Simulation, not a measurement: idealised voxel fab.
process module | voxel transistor to metal
cross-section cut | 175 nm wide | cells 5 nm
A cross-section is a grid of square cells, given in bands from the top down. A band is one or more rows of cells.
Each band's line starts with the height of the band's top and of its bottom, in nm. Then come its materials from left to right, each with its width in nm. One material with "throughout" fills the band from edge to edge. "air" is empty space.
Height 0 is the level under which the wafer as received is all one material. The lowest band goes on downwards, as in "0 down".
A width such as "30 to 40" changes by the same amount from each row of cells to the next, from the band's top row to its bottom row.
"no change" after a step means that no cell of the cross-section changed.
closed voids: empty space of 8 cells or more with no open way to the top, each as width x height at its distance from the left edge, in nm
after a step's settings: what the simulator itself notes on the step
overlay nm, on a step with a mask: how far to the right of its planned place the mask lay; to the left if negative
plan
1 op RECEIVE | material Si
2 op OXIDIZE | depth nm 5
3 op CONFORMAL_DEP | material SiN | thk nm 15
4 op MASKED_ETCH | tone cover | mask id ACTIVE | width nm 125 | etch materials SiN | depth nm 15 | overlay nm 0
5 op MASKED_ETCH | tone cover | mask id ACTIVE | width nm 125 | etch materials SiO2 | depth nm 5 | overlay nm 0
6 op MASKED_ETCH | tone cover | mask id ACTIVE | width nm 125 | etch materials Si | depth nm 20 | overlay nm 0
7 op OXIDIZE | depth nm 5
8 op FILL_DEP | material SiO2 | thk nm 5
9 op CMP | height nm 15
10 op SELECTIVE_ETCH | etch materials SiO2 | depth nm 10
11 op STRIP | etch materials SiN
12 op SELECTIVE_ETCH | etch materials SiO2 | depth nm 5
13 op OXIDIZE | depth nm 5
14 op DIRECTIONAL_DEP | material polySi | thk nm 30
15 op DIRECTIONAL_DEP | material SiCN | thk nm 15
16 op MASKED_ETCH | tone cover | mask id GATE | width nm 25 | etch materials SiCN | depth nm 25 | overlay nm 0
17 op MASKED_ETCH | tone cover | mask id GATE | width nm 25 | etch materials polySi | depth nm 40 | overlay nm 0
18 op CONFORMAL_DEP | material SiN | thk nm 5
19 op DIRECTIONAL_ETCH | etch materials SiN | depth nm 5
20 op DIRECTIONAL_ETCH | etch materials SiO2 | depth nm 5
21 op DIRECTIONAL_ETCH | etch materials Si | depth nm 10
22 op EPI | material nSi | thk nm 15
23 op FILL_DEP | material SiO2 | thk nm 5
24 op CMP | height nm 25
25 op STRIP | etch materials polySi
26 op SELECTIVE_ETCH | etch materials SiO2 | depth nm 5
27 op CONFORMAL_DEP | material HfO2 | thk nm 5
28 op CONFORMAL_DEP | material TiN | thk nm 5
29 op FILL_DEP | material W | thk nm 5
30 op CMP | height nm 20
31 op DIRECTIONAL_DEP | material SiO2 | thk nm 15
32 op DIRECTIONAL_DEP | material aC | thk nm 10
33 op PATTERN | tone open | mask id CONTACT | material resist | width nm 20 | pitch nm 85 | thk nm 30 | overlay nm 0
34 op DIRECTIONAL_ETCH | etch materials aC | depth nm 10
35 op STRIP | etch materials resist
36 op DIRECTIONAL_ETCH | etch materials SiO2 | depth nm 40
37 op STRIP | etch materials aC
38 op CONFORMAL_DEP | material TiN | thk nm 5
39 op FILL_DEP | material W | thk nm 5
40 op CMP | height nm 35
41 op DIRECTIONAL_DEP | material TiN | thk nm 5
42 op DIRECTIONAL_DEP | material Ru | thk nm 15
43 op MASKED_ETCH | tone cover | mask id METAL_1 | width nm 20 | pitch nm 85 | etch materials Ru | depth nm 15 | overlay nm 0
44 op MASKED_ETCH | tone cover | mask id METAL_1 | width nm 20 | pitch nm 85 | etch materials TiN | depth nm 5 | overlay nm 0
45 op FILL_DEP | material SiO2 | thk nm 10
46 op CMP | height nm 55
47 op CONFORMAL_DEP | material SiCN | thk nm 5
48 op DIRECTIONAL_DEP | material SiO2 | thk nm 25
49 op MASKED_ETCH | tone open | mask id METAL_2_HOLES | width nm 15 | pitch nm 85 | etch materials SiO2 | depth nm 25 | overlay nm 0
50 op DIRECTIONAL_DEP | material aC | thk nm 15
51 op PATTERN | tone open | mask id METAL_2 | material resist | width nm 20 | pitch nm 85 | thk nm 35 | overlay nm 0
52 op DIRECTIONAL_ETCH | etch materials aC | depth nm 15
53 op STRIP | etch materials resist
54 op DIRECTIONAL_ETCH | etch materials SiO2 | depth nm 15
55 op DIRECTIONAL_ETCH | etch materials SiCN | depth nm 5
56 op STRIP | etch materials aC
57 op CONFORMAL_DEP | material TiN | thk nm 5
58 op FILL_DEP | material Ru | thk nm 5
59 op CMP | height nm 85
60 op CONFORMAL_DEP | material SiCN | thk nm 5
first wafer, as planned
as received, after step 1
  0 down: Si throughout
  closed voids: none
after step 2
  0 to -5: SiO2 throughout
  below -5: unchanged
after step 3
  15 to 0: SiN throughout
  below 0: unchanged
after step 4
  15 to 0: air 25 | SiN 125 | air 25
  below 0: unchanged
after step 5
  15 to 0: air 25 | SiN 125 | air 25
  0 to -5: air 25 | SiO2 125 | air 25
  below -5: unchanged
after step 6
  15 to 0: air 25 | SiN 125 | air 25
  0 to -5: air 25 | SiO2 125 | air 25
  -5 to -25: air 25 | Si 125 | air 25
  below -25: unchanged
after step 7
  15 to 0: air 25 | SiN 125 | air 25
  0 to -5: air 25 | SiO2 125 | air 25
  -5 to -25: air 25 | SiO2 5 | Si 115 | SiO2 5 | air 25
  -25 to -30: SiO2 30 | Si 115 | SiO2 30
  below -30: unchanged
after step 8
  20 to 15: SiO2 throughout
  15 to 0: SiO2 25 | SiN 125 | SiO2 25
  0 to -5: SiO2 throughout
  -5 to -30: SiO2 30 | Si 115 | SiO2 30
  below -30: unchanged
after step 9
  15 to 0: SiO2 25 | SiN 125 | SiO2 25
  below 0: unchanged
after step 10
  15 to 5: air 25 | SiN 125 | air 25
  below 5: unchanged
after step 11
  5 to 0: SiO2 25 | air 125 | SiO2 25
  below 0: unchanged
after step 12
  0 to -5: SiO2 20 | air 135 | SiO2 20
  below -5: unchanged
after step 13
  0 to -5: SiO2 20 | air 135 | SiO2 20
  -5 to -10: SiO2 throughout
  below -10: unchanged
after step 14
  30 to 25: polySi 20 | air 135 | polySi 20
  25 to 0: polySi throughout
  0 to -5: SiO2 20 | polySi 135 | SiO2 20
  below -5: unchanged
after step 15
  45 to 40: SiCN 20 | air 135 | SiCN 20
  40 to 30: SiCN throughout
  30 to 25: polySi 20 | SiCN 135 | polySi 20
  below 25: unchanged
after step 16
  40 to 30: air 75 | SiCN 25 | air 75
  30 to 25: polySi 20 | air 55 | SiCN 25 | air 55 | polySi 20
  below 25: unchanged
after step 17
  40 to 25: air 75 | SiCN 25 | air 75
  25 to 0: air 75 | polySi 25 | air 75
  0 to -5: SiO2 20 | air 55 | polySi 25 | air 55 | SiO2 20
  below -5: unchanged
after step 18
  45 to 40: air 70 | SiN 35 | air 70
  40 to 25: air 70 | SiN 5 | SiCN 25 | SiN 5 | air 70
  25 to 5: air 70 | SiN 5 | polySi 25 | SiN 5 | air 70
  5 to 0: SiN 25 | air 45 | SiN 5 | polySi 25 | SiN 5 | air 45 | SiN 25
  0 to -5: SiO2 20 | SiN 55 | polySi 25 | SiN 55 | SiO2 20
  below -5: unchanged
after step 19
  40 to 25: air 70 | SiN 5 | SiCN 25 | SiN 5 | air 70
  25 to 0: air 70 | SiN 5 | polySi 25 | SiN 5 | air 70
  0 to -5: SiO2 20 | SiN 5 | air 45 | SiN 5 | polySi 25 | SiN 5 | air 45 | SiN 5 | SiO2 20
  below -5: unchanged
after step 20
  40 to 25: air 70 | SiN 5 | SiCN 25 | SiN 5 | air 70
  25 to 0: air 70 | SiN 5 | polySi 25 | SiN 5 | air 70
  0 to -5: air 20 | SiN 5 | air 45 | SiN 5 | polySi 25 | SiN 5 | air 45 | SiN 5 | air 20
  -5 to -10: SiO2 25 | air 45 | SiO2 35 | air 45 | SiO2 25
  below -10: unchanged
after step 21
  40 to 25: air 70 | SiN 5 | SiCN 25 | SiN 5 | air 70
  25 to 0: air 70 | SiN 5 | polySi 25 | SiN 5 | air 70
  0 to -5: air 20 | SiN 5 | air 45 | SiN 5 | polySi 25 | SiN 5 | air 45 | SiN 5 | air 20
  -5 to -10: SiO2 25 | air 45 | SiO2 35 | air 45 | SiO2 25
  -10 to -20: SiO2 30 | air 40 | Si 35 | air 40 | SiO2 30
  below -20: unchanged
after step 22
  40 to 25: air 70 | SiN 5 | SiCN 25 | SiN 5 | air 70
  25 to 5: air 70 | SiN 5 | polySi 25 | SiN 5 | air 70
  5 to 0: air 55 | nSi 15 | SiN 5 | polySi 25 | SiN 5 | nSi 15 | air 55
  0 to -5: air 20 | SiN 5 | air 30 | nSi 15 | SiN 5 | polySi 25 | SiN 5 | nSi 15 | air 30 | SiN 5 | air 20
  -5 to -10: SiO2 25 | nSi 45 | SiO2 35 | nSi 45 | SiO2 25
  -10 to -20: SiO2 30 | nSi 40 | Si 35 | nSi 40 | SiO2 30
  below -20: unchanged
after step 23
  45 to 40: SiO2 throughout
  40 to 25: SiO2 70 | SiN 5 | SiCN 25 | SiN 5 | SiO2 70
  25 to 5: SiO2 70 | SiN 5 | polySi 25 | SiN 5 | SiO2 70
  5 to 0: SiO2 55 | nSi 15 | SiN 5 | polySi 25 | SiN 5 | nSi 15 | SiO2 55
  0 to -5: SiO2 20 | SiN 5 | SiO2 30 | nSi 15 | SiN 5 | polySi 25 | SiN 5 | nSi 15 | SiO2 30 | SiN 5 | SiO2 20
  below -5: unchanged
after step 24
  25 to 5: SiO2 70 | SiN 5 | polySi 25 | SiN 5 | SiO2 70
  below 5: unchanged
after step 25
  25 to 5: SiO2 70 | SiN 5 | air 25 | SiN 5 | SiO2 70
  5 to 0: SiO2 55 | nSi 15 | SiN 5 | air 25 | SiN 5 | nSi 15 | SiO2 55
  0 to -5: SiO2 20 | SiN 5 | SiO2 30 | nSi 15 | SiN 5 | air 25 | SiN 5 | nSi 15 | SiO2 30 | SiN 5 | SiO2 20
  below -5: unchanged
after step 26
  25 to 20: air 70 | SiN 5 | air 25 | SiN 5 | air 70
  20 to 5: SiO2 70 | SiN 5 | air 25 | SiN 5 | SiO2 70
  5 to 0: SiO2 55 | nSi 15 | SiN 5 | air 25 | SiN 5 | nSi 15 | SiO2 55
  0 to -5: SiO2 20 | SiN 5 | SiO2 30 | nSi 15 | SiN 5 | air 25 | SiN 5 | nSi 15 | SiO2 30 | SiN 5 | SiO2 20
  -5 to -10: SiO2 25 | nSi 45 | air 35 | nSi 45 | SiO2 25
  below -10: unchanged
after step 27
  30 to 25: air 65 | HfO2 15 | air 15 | HfO2 15 | air 65
  25 to 20: HfO2 70 | SiN 5 | HfO2 5 | air 15 | HfO2 5 | SiN 5 | HfO2 70
  20 to 5: SiO2 70 | SiN 5 | HfO2 5 | air 15 | HfO2 5 | SiN 5 | SiO2 70
  5 to 0: SiO2 55 | nSi 15 | SiN 5 | HfO2 5 | air 15 | HfO2 5 | SiN 5 | nSi 15 | SiO2 55
  0 to -5: SiO2 20 | SiN 5 | SiO2 30 | nSi 15 | SiN 5 | HfO2 5 | air 15 | HfO2 5 | SiN 5 | nSi 15 | SiO2 30 | SiN 5 | SiO2 20
  -5 to -10: SiO2 25 | nSi 45 | HfO2 35 | nSi 45 | SiO2 25
  below -10: unchanged
after step 28
  35 to 30: air 60 | TiN 25 | air 5 | TiN 25 | air 60
  30 to 25: TiN 65 | HfO2 15 | TiN 5 | air 5 | TiN 5 | HfO2 15 | TiN 65
  25 to 20: HfO2 70 | SiN 5 | HfO2 5 | TiN 5 | air 5 | TiN 5 | HfO2 5 | SiN 5 | HfO2 70
  20 to 5: SiO2 70 | SiN 5 | HfO2 5 | TiN 5 | air 5 | TiN 5 | HfO2 5 | SiN 5 | SiO2 70
  5 to 0: SiO2 55 | nSi 15 | SiN 5 | HfO2 5 | TiN 5 | air 5 | TiN 5 | HfO2 5 | SiN 5 | nSi 15 | SiO2 55
  0 to -5: SiO2 20 | SiN 5 | SiO2 30 | nSi 15 | SiN 5 | HfO2 5 | TiN 15 | HfO2 5 | SiN 5 | nSi 15 | SiO2 30 | SiN 5 | SiO2 20
  below -5: unchanged
after step 29
  40 to 35: W throughout
  35 to 30: W 60 | TiN 25 | W 5 | TiN 25 | W 60
  30 to 25: TiN 65 | HfO2 15 | TiN 5 | W 5 | TiN 5 | HfO2 15 | TiN 65
  25 to 20: HfO2 70 | SiN 5 | HfO2 5 | TiN 5 | W 5 | TiN 5 | HfO2 5 | SiN 5 | HfO2 70
  20 to 5: SiO2 70 | SiN 5 | HfO2 5 | TiN 5 | W 5 | TiN 5 | HfO2 5 | SiN 5 | SiO2 70
  5 to 0: SiO2 55 | nSi 15 | SiN 5 | HfO2 5 | TiN 5 | W 5 | TiN 5 | HfO2 5 | SiN 5 | nSi 15 | SiO2 55
  below 0: unchanged
after step 30
  20 to 5: SiO2 70 | SiN 5 | HfO2 5 | TiN 5 | W 5 | TiN 5 | HfO2 5 | SiN 5 | SiO2 70
  below 5: unchanged
after step 31
  35 to 20: SiO2 throughout
  below 20: unchanged
after step 32
  45 to 35: aC throughout
  below 35: unchanged
after step 33
  75 to 45: resist 35 | air 20 | resist 65 | air 20 | resist 35
  below 45: unchanged
after step 34
  65 to 45: resist 35 | air 20 | resist 65 | air 20 | resist 35
  45 to 35: aC 35 | air 20 | aC 65 | air 20 | aC 35
  below 35: unchanged
after step 35
  45 to 35: aC 35 | air 20 | aC 65 | air 20 | aC 35
  below 35: unchanged
after step 36
  45 to 35: aC 35 | air 20 | aC 65 | air 20 | aC 35
  35 to 20: SiO2 35 | air 20 | SiO2 65 | air 20 | SiO2 35
  20 to 5: SiO2 35 | air 20 | SiO2 15 | SiN 5 | HfO2 5 | TiN 5 | W 5 | TiN 5 | HfO2 5 | SiN 5 | SiO2 15 | air 20 | SiO2 35
  5 to 0: SiO2 35 | air 20 | nSi 15 | SiN 5 | HfO2 5 | TiN 5 | W 5 | TiN 5 | HfO2 5 | SiN 5 | nSi 15 | air 20 | SiO2 35
  0 to -5: SiO2 20 | SiN 5 | SiO2 10 | air 20 | nSi 15 | SiN 5 | HfO2 5 | TiN 15 | HfO2 5 | SiN 5 | nSi 15 | air 20 | SiO2 10 | SiN 5 | SiO2 20
  below -5: unchanged
after step 37
  35 to 20: SiO2 35 | air 20 | SiO2 65 | air 20 | SiO2 35
  below 20: unchanged
after step 38
  40 to 35: TiN 40 | air 10 | TiN 75 | air 10 | TiN 40
  35 to 20: SiO2 35 | TiN 5 | air 10 | TiN 5 | SiO2 65 | TiN 5 | air 10 | TiN 5 | SiO2 35
  20 to 5: SiO2 35 | TiN 5 | air 10 | TiN 5 | SiO2 15 | SiN 5 | HfO2 5 | TiN 5 | W 5 | TiN 5 | HfO2 5 | SiN 5 | SiO2 15 | TiN 5 | air 10 | TiN 5 | SiO2 35
  5 to 0: SiO2 35 | TiN 5 | air 10 | TiN 5 | nSi 15 | SiN 5 | HfO2 5 | TiN 5 | W 5 | TiN 5 | HfO2 5 | SiN 5 | nSi 15 | TiN 5 | air 10 | TiN 5 | SiO2 35
  0 to -5: SiO2 20 | SiN 5 | SiO2 10 | TiN 20 | nSi 15 | SiN 5 | HfO2 5 | TiN 15 | HfO2 5 | SiN 5 | nSi 15 | TiN 20 | SiO2 10 | SiN 5 | SiO2 20
  below -5: unchanged
after step 39
  45 to 40: W throughout
  40 to 35: TiN 40 | W 10 | TiN 75 | W 10 | TiN 40
  35 to 20: SiO2 35 | TiN 5 | W 10 | TiN 5 | SiO2 65 | TiN 5 | W 10 | TiN 5 | SiO2 35
  20 to 5: SiO2 35 | TiN 5 | W 10 | TiN 5 | SiO2 15 | SiN 5 | HfO2 5 | TiN 5 | W 5 | TiN 5 | HfO2 5 | SiN 5 | SiO2 15 | TiN 5 | W 10 | TiN 5 | SiO2 35
  5 to 0: SiO2 35 | TiN 5 | W 10 | TiN 5 | nSi 15 | SiN 5 | HfO2 5 | TiN 5 | W 5 | TiN 5 | HfO2 5 | SiN 5 | nSi 15 | TiN 5 | W 10 | TiN 5 | SiO2 35
  below 0: unchanged
after step 40
  35 to 20: SiO2 35 | TiN 5 | W 10 | TiN 5 | SiO2 65 | TiN 5 | W 10 | TiN 5 | SiO2 35
  below 20: unchanged
after step 41
  40 to 35: TiN throughout
  below 35: unchanged
after step 42
  55 to 40: Ru throughout
  below 40: unchanged
after step 43
  55 to 40: air 35 | Ru 20 | air 65 | Ru 20 | air 35
  below 40: unchanged
after step 44
  55 to 40: air 35 | Ru 20 | air 65 | Ru 20 | air 35
  40 to 35: air 35 | TiN 20 | air 65 | TiN 20 | air 35
  below 35: unchanged
after step 45
  65 to 55: SiO2 throughout
  55 to 40: SiO2 35 | Ru 20 | SiO2 65 | Ru 20 | SiO2 35
  40 to 35: SiO2 35 | TiN 20 | SiO2 65 | TiN 20 | SiO2 35
  below 35: unchanged
after step 46
  55 to 40: SiO2 35 | Ru 20 | SiO2 65 | Ru 20 | SiO2 35
  below 40: unchanged
after step 47
  60 to 55: SiCN throughout
  below 55: unchanged
after step 48
  85 to 60: SiO2 throughout
  below 60: unchanged
after step 49
  85 to 60: SiO2 35 | air 15 | SiO2 70 | air 15 | SiO2 40
  below 60: unchanged
after step 50
  100 to 85: aC 35 | air 15 | aC 70 | air 15 | aC 40
  85 to 75: SiO2 35 | air 15 | SiO2 70 | air 15 | SiO2 40
  75 to 60: SiO2 35 | aC 15 | SiO2 70 | aC 15 | SiO2 40
  below 60: unchanged
after step 51
  135 to 100: resist 35 | air 20 | resist 65 | air 20 | resist 35
  below 100: unchanged
after step 52
  120 to 100: resist 35 | air 20 | resist 65 | air 20 | resist 35
  100 to 85: aC 35 | air 20 | aC 65 | air 20 | aC 35
  85 to 60: SiO2 35 | air 15 | SiO2 70 | air 15 | SiO2 40
  below 60: unchanged
after step 53
  100 to 85: aC 35 | air 20 | aC 65 | air 20 | aC 35
  below 85: unchanged
after step 54
  100 to 85: aC 35 | air 20 | aC 65 | air 20 | aC 35
  85 to 70: SiO2 35 | air 20 | SiO2 65 | air 20 | SiO2 35
  below 70: unchanged
after step 55
  100 to 85: aC 35 | air 20 | aC 65 | air 20 | aC 35
  85 to 70: SiO2 35 | air 20 | SiO2 65 | air 20 | SiO2 35
  70 to 60: SiO2 35 | air 15 | SiO2 70 | air 15 | SiO2 40
  60 to 55: SiCN 35 | air 15 | SiCN 70 | air 15 | SiCN 40
  below 55: unchanged
after step 56
  85 to 70: SiO2 35 | air 20 | SiO2 65 | air 20 | SiO2 35
  below 70: unchanged
after step 57
  90 to 85: TiN 40 | air 10 | TiN 75 | air 10 | TiN 40
  85 to 75: SiO2 35 | TiN 5 | air 10 | TiN 5 | SiO2 65 | TiN 5 | air 10 | TiN 5 | SiO2 35
  75 to 70: SiO2 35 | TiN 5 | air 5 | TiN 10 | SiO2 65 | TiN 5 | air 5 | TiN 10 | SiO2 35
  70 to 60: SiO2 35 | TiN 5 | air 5 | TiN 5 | SiO2 70 | TiN 5 | air 5 | TiN 5 | SiO2 40
  60 to 55: SiCN 35 | TiN 15 | SiCN 70 | TiN 15 | SiCN 40
  below 55: unchanged
after step 58
  95 to 90: Ru throughout
  90 to 85: TiN 40 | Ru 10 | TiN 75 | Ru 10 | TiN 40
  85 to 75: SiO2 35 | TiN 5 | Ru 10 | TiN 5 | SiO2 65 | TiN 5 | Ru 10 | TiN 5 | SiO2 35
  75 to 70: SiO2 35 | TiN 5 | Ru 5 | TiN 10 | SiO2 65 | TiN 5 | Ru 5 | TiN 10 | SiO2 35
  70 to 60: SiO2 35 | TiN 5 | Ru 5 | TiN 5 | SiO2 70 | TiN 5 | Ru 5 | TiN 5 | SiO2 40
  below 60: unchanged
after step 59
  85 to 75: SiO2 35 | TiN 5 | Ru 10 | TiN 5 | SiO2 65 | TiN 5 | Ru 10 | TiN 5 | SiO2 35
  below 75: unchanged
after step 60
  90 to 85: SiCN throughout
  below 85: unchanged
second wafer: like start, like plan, one mistake. Through step 20 it matches the first wafer
when step 21 should have ended
  40 to 25: air 70 | SiN 5 | SiCN 25 | SiN 5 | air 70
  25 to 5: air 70 | SiN 5 | polySi 25 | SiN 5 | air 70
  5 to 0: air 20 | nSi 50 | SiN 5 | polySi 25 | SiN 5 | nSi 50 | air 20
  0 to -5: air 20 | SiN 5 | nSi 45 | SiN 5 | polySi 25 | SiN 5 | nSi 45 | SiN 5 | air 20
  -5 to -10: SiO2 25 | nSi 45 | SiO2 35 | nSi 45 | SiO2 25
  below -10: unchanged
when step 22 should have ended
  40 to 25: air 70 | SiN 5 | SiCN 25 | SiN 5 | air 70
  25 to 0: air 70 | SiN 5 | polySi 25 | SiN 5 | air 70
  0 to -5: air 20 | SiN 5 | air 45 | SiN 5 | polySi 25 | SiN 5 | air 45 | SiN 5 | air 20
  below -5: unchanged
when step 23 should have ended
  45 to 40: SiO2 throughout
  40 to 25: SiO2 70 | SiN 5 | SiCN 25 | SiN 5 | SiO2 70
  25 to 0: SiO2 70 | SiN 5 | polySi 25 | SiN 5 | SiO2 70
  0 to -5: SiO2 20 | SiN 5 | SiO2 45 | SiN 5 | polySi 25 | SiN 5 | SiO2 45 | SiN 5 | SiO2 20
  below -5: unchanged
when step 24 should have ended
  25 to 0: SiO2 70 | SiN 5 | polySi 25 | SiN 5 | SiO2 70
  below 0: unchanged
when step 25 should have ended
  25 to 0: SiO2 70 | SiN 5 | air 25 | SiN 5 | SiO2 70
  0 to -5: SiO2 20 | SiN 5 | SiO2 45 | SiN 5 | air 25 | SiN 5 | SiO2 45 | SiN 5 | SiO2 20
  below -5: unchanged
when step 26 should have ended
  25 to 20: air 70 | SiN 5 | air 25 | SiN 5 | air 70
  20 to 0: SiO2 70 | SiN 5 | air 25 | SiN 5 | SiO2 70
  0 to -5: SiO2 20 | SiN 5 | SiO2 45 | SiN 5 | air 25 | SiN 5 | SiO2 45 | SiN 5 | SiO2 20
  -5 to -10: SiO2 25 | nSi 45 | air 35 | nSi 45 | SiO2 25
  below -10: unchanged
when step 27 should have ended
  30 to 25: air 65 | HfO2 15 | air 15 | HfO2 15 | air 65
  25 to 20: HfO2 70 | SiN 5 | HfO2 5 | air 15 | HfO2 5 | SiN 5 | HfO2 70
  20 to 0: SiO2 70 | SiN 5 | HfO2 5 | air 15 | HfO2 5 | SiN 5 | SiO2 70
  0 to -5: SiO2 20 | SiN 5 | SiO2 45 | SiN 5 | HfO2 5 | air 15 | HfO2 5 | SiN 5 | SiO2 45 | SiN 5 | SiO2 20
  -5 to -10: SiO2 25 | nSi 45 | HfO2 35 | nSi 45 | SiO2 25
  below -10: unchanged
when step 28 should have ended
  35 to 30: air 60 | TiN 25 | air 5 | TiN 25 | air 60
  30 to 25: TiN 65 | HfO2 15 | TiN 5 | air 5 | TiN 5 | HfO2 15 | TiN 65
  25 to 20: HfO2 70 | SiN 5 | HfO2 5 | TiN 5 | air 5 | TiN 5 | HfO2 5 | SiN 5 | HfO2 70
  20 to 0: SiO2 70 | SiN 5 | HfO2 5 | TiN 5 | air 5 | TiN 5 | HfO2 5 | SiN 5 | SiO2 70
  0 to -5: SiO2 20 | SiN 5 | SiO2 45 | SiN 5 | HfO2 5 | TiN 15 | HfO2 5 | SiN 5 | SiO2 45 | SiN 5 | SiO2 20
  below -5: unchanged
when step 29 should have ended
  40 to 35: W throughout
  35 to 30: W 60 | TiN 25 | W 5 | TiN 25 | W 60
  30 to 25: TiN 65 | HfO2 15 | TiN 5 | W 5 | TiN 5 | HfO2 15 | TiN 65
  25 to 20: HfO2 70 | SiN 5 | HfO2 5 | TiN 5 | W 5 | TiN 5 | HfO2 5 | SiN 5 | HfO2 70
  20 to 0: SiO2 70 | SiN 5 | HfO2 5 | TiN 5 | W 5 | TiN 5 | HfO2 5 | SiN 5 | SiO2 70
  below 0: unchanged
when step 30 should have ended
  20 to 0: SiO2 70 | SiN 5 | HfO2 5 | TiN 5 | W 5 | TiN 5 | HfO2 5 | SiN 5 | SiO2 70
  below 0: unchanged
when step 31 should have ended
  35 to 20: SiO2 throughout
  below 20: unchanged
when step 32 should have ended
  45 to 35: aC throughout
  below 35: unchanged
when step 33 should have ended
  75 to 45: resist 35 | air 20 | resist 65 | air 20 | resist 35
  below 45: unchanged
when step 34 should have ended
  65 to 45: resist 35 | air 20 | resist 65 | air 20 | resist 35
  45 to 35: aC 35 | air 20 | aC 65 | air 20 | aC 35
  below 35: unchanged
when step 35 should have ended
  45 to 35: aC 35 | air 20 | aC 65 | air 20 | aC 35
  below 35: unchanged
when step 36 should have ended
  45 to 35: aC 35 | air 20 | aC 65 | air 20 | aC 35
  35 to 20: SiO2 35 | air 20 | SiO2 65 | air 20 | SiO2 35
  20 to 0: SiO2 35 | air 20 | SiO2 15 | SiN 5 | HfO2 5 | TiN 5 | W 5 | TiN 5 | HfO2 5 | SiN 5 | SiO2 15 | air 20 | SiO2 35
  0 to -5: SiO2 20 | SiN 5 | SiO2 10 | air 20 | SiO2 15 | SiN 5 | HfO2 5 | TiN 15 | HfO2 5 | SiN 5 | SiO2 15 | air 20 | SiO2 10 | SiN 5 | SiO2 20
  below -5: unchanged
when step 37 should have ended
  35 to 20: SiO2 35 | air 20 | SiO2 65 | air 20 | SiO2 35
  below 20: unchanged
when step 38 should have ended
  40 to 35: TiN 40 | air 10 | TiN 75 | air 10 | TiN 40
  35 to 20: SiO2 35 | TiN 5 | air 10 | TiN 5 | SiO2 65 | TiN 5 | air 10 | TiN 5 | SiO2 35
  20 to 0: SiO2 35 | TiN 5 | air 10 | TiN 5 | SiO2 15 | SiN 5 | HfO2 5 | TiN 5 | W 5 | TiN 5 | HfO2 5 | SiN 5 | SiO2 15 | TiN 5 | air 10 | TiN 5 | SiO2 35
  0 to -5: SiO2 20 | SiN 5 | SiO2 10 | TiN 20 | SiO2 15 | SiN 5 | HfO2 5 | TiN 15 | HfO2 5 | SiN 5 | SiO2 15 | TiN 20 | SiO2 10 | SiN 5 | SiO2 20
  below -5: unchanged
when step 39 should have ended
  45 to 40: W throughout
  40 to 35: TiN 40 | W 10 | TiN 75 | W 10 | TiN 40
  35 to 20: SiO2 35 | TiN 5 | W 10 | TiN 5 | SiO2 65 | TiN 5 | W 10 | TiN 5 | SiO2 35
  20 to 0: SiO2 35 | TiN 5 | W 10 | TiN 5 | SiO2 15 | SiN 5 | HfO2 5 | TiN 5 | W 5 | TiN 5 | HfO2 5 | SiN 5 | SiO2 15 | TiN 5 | W 10 | TiN 5 | SiO2 35
  below 0: unchanged
when step 40 should have ended
  35 to 20: SiO2 35 | TiN 5 | W 10 | TiN 5 | SiO2 65 | TiN 5 | W 10 | TiN 5 | SiO2 35
  below 20: unchanged
when step 41 should have ended
  40 to 35: TiN throughout
  below 35: unchanged
when step 42 should have ended
  55 to 40: Ru throughout
  below 40: unchanged
when step 43 should have ended
  55 to 40: air 35 | Ru 20 | air 65 | Ru 20 | air 35
  below 40: unchanged
when step 44 should have ended
  55 to 40: air 35 | Ru 20 | air 65 | Ru 20 | air 35
  40 to 35: air 35 | TiN 20 | air 65 | TiN 20 | air 35
  below 35: unchanged
when step 45 should have ended
  65 to 55: SiO2 throughout
  55 to 40: SiO2 35 | Ru 20 | SiO2 65 | Ru 20 | SiO2 35
  40 to 35: SiO2 35 | TiN 20 | SiO2 65 | TiN 20 | SiO2 35
  below 35: unchanged
when step 46 should have ended
  55 to 40: SiO2 35 | Ru 20 | SiO2 65 | Ru 20 | SiO2 35
  below 40: unchanged
when step 47 should have ended
  60 to 55: SiCN throughout
  below 55: unchanged
when step 48 should have ended
  85 to 60: SiO2 throughout
  below 60: unchanged
when step 49 should have ended
  85 to 60: SiO2 35 | air 15 | SiO2 70 | air 15 | SiO2 40
  below 60: unchanged
when step 50 should have ended
  100 to 85: aC 35 | air 15 | aC 70 | air 15 | aC 40
  85 to 75: SiO2 35 | air 15 | SiO2 70 | air 15 | SiO2 40
  75 to 60: SiO2 35 | aC 15 | SiO2 70 | aC 15 | SiO2 40
  below 60: unchanged
when step 51 should have ended
  135 to 100: resist 35 | air 20 | resist 65 | air 20 | resist 35
  below 100: unchanged
when step 52 should have ended
  120 to 100: resist 35 | air 20 | resist 65 | air 20 | resist 35
  100 to 85: aC 35 | air 20 | aC 65 | air 20 | aC 35
  85 to 60: SiO2 35 | air 15 | SiO2 70 | air 15 | SiO2 40
  below 60: unchanged
when step 53 should have ended
  100 to 85: aC 35 | air 20 | aC 65 | air 20 | aC 35
  below 85: unchanged
when step 54 should have ended
  100 to 85: aC 35 | air 20 | aC 65 | air 20 | aC 35
  85 to 70: SiO2 35 | air 20 | SiO2 65 | air 20 | SiO2 35
  below 70: unchanged
when step 55 should have ended
  100 to 85: aC 35 | air 20 | aC 65 | air 20 | aC 35
  85 to 70: SiO2 35 | air 20 | SiO2 65 | air 20 | SiO2 35
  70 to 60: SiO2 35 | air 15 | SiO2 70 | air 15 | SiO2 40
  60 to 55: SiCN 35 | air 15 | SiCN 70 | air 15 | SiCN 40
  below 55: unchanged
when step 56 should have ended
  85 to 70: SiO2 35 | air 20 | SiO2 65 | air 20 | SiO2 35
  below 70: unchanged
when step 57 should have ended
  90 to 85: TiN 40 | air 10 | TiN 75 | air 10 | TiN 40
  85 to 75: SiO2 35 | TiN 5 | air 10 | TiN 5 | SiO2 65 | TiN 5 | air 10 | TiN 5 | SiO2 35
  75 to 70: SiO2 35 | TiN 5 | air 5 | TiN 10 | SiO2 65 | TiN 5 | air 5 | TiN 10 | SiO2 35
  70 to 60: SiO2 35 | TiN 5 | air 5 | TiN 5 | SiO2 70 | TiN 5 | air 5 | TiN 5 | SiO2 40
  60 to 55: SiCN 35 | TiN 15 | SiCN 70 | TiN 15 | SiCN 40
  below 55: unchanged
when step 58 should have ended
  95 to 90: Ru throughout
  90 to 85: TiN 40 | Ru 10 | TiN 75 | Ru 10 | TiN 40
  85 to 75: SiO2 35 | TiN 5 | Ru 10 | TiN 5 | SiO2 65 | TiN 5 | Ru 10 | TiN 5 | SiO2 35
  75 to 70: SiO2 35 | TiN 5 | Ru 5 | TiN 10 | SiO2 65 | TiN 5 | Ru 5 | TiN 10 | SiO2 35
  70 to 60: SiO2 35 | TiN 5 | Ru 5 | TiN 5 | SiO2 70 | TiN 5 | Ru 5 | TiN 5 | SiO2 40
  below 60: unchanged
when step 59 should have ended
  85 to 75: SiO2 35 | TiN 5 | Ru 10 | TiN 5 | SiO2 65 | TiN 5 | Ru 10 | TiN 5 | SiO2 35
  below 75: unchanged
when step 60 should have ended
  90 to 85: SiCN throughout
  below 85: unchanged
what went wrong: steps 21 and 22 were swapped
at the end the second wafer has, in cells: 32 more of Si | 12 more of SiO2 | 44 fewer of nSi
